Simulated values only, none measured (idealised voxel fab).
process module | voxel gate over fins
cross-section cut | 280 nm wide | cells 5 nm
A cross-section is a grid of square cells, given in bands from the top down. A band is one or more rows of cells.
Each band's line starts with the height of the band's top and of its bottom, in nm. Then come its materials from left to right, each with its width in nm. One material with "throughout" fills the band from edge to edge. "air" is empty space.
Height 0 is the level under which the wafer as received is all one material. The lowest band goes on downwards, as in "0 down".
A width such as "30 to 40" changes by the same amount from each row of cells to the next, from the band's top row to its bottom row.
"no change" after a step means that no cell of the cross-section changed.
closed voids: empty space of 8 cells or more with no open way to the top, each as width x height at its distance from the left edge, in nm
after a step's settings: what the simulator itself notes on the step
overlay nm, on a step with a mask: how far to the right of its planned place the mask lay; to the left if negative
plan
1 op RECEIVE | material Si
2 op CONFORMAL_DEP | material SiN | thk nm 5
3 op DIRECTIONAL_DEP | material aC | thk nm 10
4 op PATTERN | tone cover | mask id FINS | material resist | width nm 15 | pitch nm 45 | thk nm 25 | overlay nm 0
5 op DIRECTIONAL_ETCH | etch materials aC | depth nm 10
6 op STRIP | etch materials resist
7 op DIRECTIONAL_ETCH | etch materials SiN | depth nm 5
8 op DIRECTIONAL_ETCH | etch materials Si | depth nm 30
9 op STRIP | etch materials aC
10 op FILL_DEP | material SiO2 | thk nm 10
11 op CMP | height nm 5
12 op SELECTIVE_ETCH | etch materials SiO2 | depth nm 20
13 op STRIP | etch materials SiN
14 op CONFORMAL_DEP | material HfO2 | thk nm 5
15 op CONFORMAL_DEP | material TiN | thk nm 5
16 op CONFORMAL_DEP | material TiAl | thk nm 5
17 op CONFORMAL_DEP | material TiN | thk nm 5
18 op FILL_DEP | material W | thk nm 10
19 op CMP | height nm 25
20 op CONFORMAL_DEP | material SiCN | thk nm 10
as received, after step 1
  0 down: Si throughout
  closed voids: none
first wafer at the end, as planned
  35 to 25: SiCN throughout
  25 to 20: W throughout
  20 to 15: W 45 | TiN 190 | W 45
  15 to 10: W 45 | TiN 5 | TiAl 180 | TiN 5 | W 45
  10 to 5: W 45 | TiN 5 | TiAl 5 | TiN 35 | TiAl 10 | TiN 35 | TiAl 10 | TiN 35 | TiAl 10 | TiN 35 | TiAl 5 | TiN 5 | W 45
  5 to 0: TiN 50 | TiAl 5 | TiN 5 | HfO2 25 | TiN 5 | TiAl 10 | TiN 5 | HfO2 25 | TiN 5 | TiAl 10 | TiN 5 | HfO2 25 | TiN 5 | TiAl 10 | TiN 5 | HfO2 25 | TiN 5 | TiAl 5 | TiN 50
  0 to -5: TiAl 55 | TiN 5 | HfO2 5 | Si 15 | HfO2 5 | TiN 5 | TiAl 10 | TiN 5 | HfO2 5 | Si 15 | HfO2 5 | TiN 5 | TiAl 10 | TiN 5 | HfO2 5 | Si 15 | HfO2 5 | TiN 5 | TiAl 10 | TiN 5 | HfO2 5 | Si 15 | HfO2 5 | TiN 5 | TiAl 55
  -5 to -10: TiN 60 | HfO2 5 | Si 15 | HfO2 5 | TiN 20 | HfO2 5 | Si 15 | HfO2 5 | TiN 20 | HfO2 5 | Si 15 | HfO2 5 | TiN 20 | HfO2 5 | Si 15 | HfO2 5 | TiN 60
  -10 to -15: HfO2 65 | Si 15 | HfO2 30 | Si 15 | HfO2 30 | Si 15 | HfO2 30 | Si 15 | HfO2 65
  -15 to -30: SiO2 65 | Si 15 | SiO2 30 | Si 15 | SiO2 30 | Si 15 | SiO2 30 | Si 15 | SiO2 65
  -30 down: Si throughout
  closed voids: none
second wafer at the end: like start, like plan, one mistake
  35 to 25: SiCN throughout
  25 to 20: W throughout
  20 to 15: W 45 | TiN 190 | W 45
  15 to 10: W 45 | TiN 5 | TiAl 180 | TiN 5 | W 45
  10 to 5: W 45 | TiN 5 | TiAl 5 | TiN 35 | TiAl 10 | TiN 35 | TiAl 10 | TiN 35 | TiAl 10 | TiN 35 | TiAl 5 | TiN 5 | W 45
  5 to 0: TiN 50 | TiAl 5 | TiN 5 | HfO2 25 | TiN 5 | TiAl 10 | TiN 5 | HfO2 25 | TiN 5 | TiAl 10 | TiN 5 | HfO2 25 | TiN 5 | TiAl 10 | TiN 5 | HfO2 25 | TiN 5 | TiAl 5 | TiN 50
  0 to -5: TiAl 55 | TiN 5 | HfO2 5 | Si 15 | HfO2 5 | TiN 5 | TiAl 10 | TiN 5 | HfO2 5 | Si 15 | HfO2 5 | TiN 5 | TiAl 10 | TiN 5 | HfO2 5 | Si 15 | HfO2 5 | TiN 5 | TiAl 10 | TiN 5 | HfO2 5 | Si 15 | HfO2 5 | TiN 5 | TiAl 55
  -5 to -10: TiN 60 | HfO2 5 | Si 15 | HfO2 5 | TiN 20 | HfO2 5 | Si 15 | HfO2 5 | TiN 20 | HfO2 5 | Si 15 | HfO2 5 | TiN 20 | HfO2 5 | Si 15 | HfO2 5 | TiN 60
  -10 to -15: HfO2 65 | Si 15 | HfO2 30 | Si 15 | HfO2 30 | Si 15 | HfO2 30 | Si 15 | HfO2 65
  -15 to -60: SiO2 65 | Si 15 | SiO2 30 | Si 15 | SiO2 30 | Si 15 | SiO2 30 | Si 15 | SiO2 65
  -60 down: Si throughout
  closed voids: none
what went wrong: step 8 was run twice
at the end the second wafer has, in cells: 264 fewer of Si | 264 more of SiO2
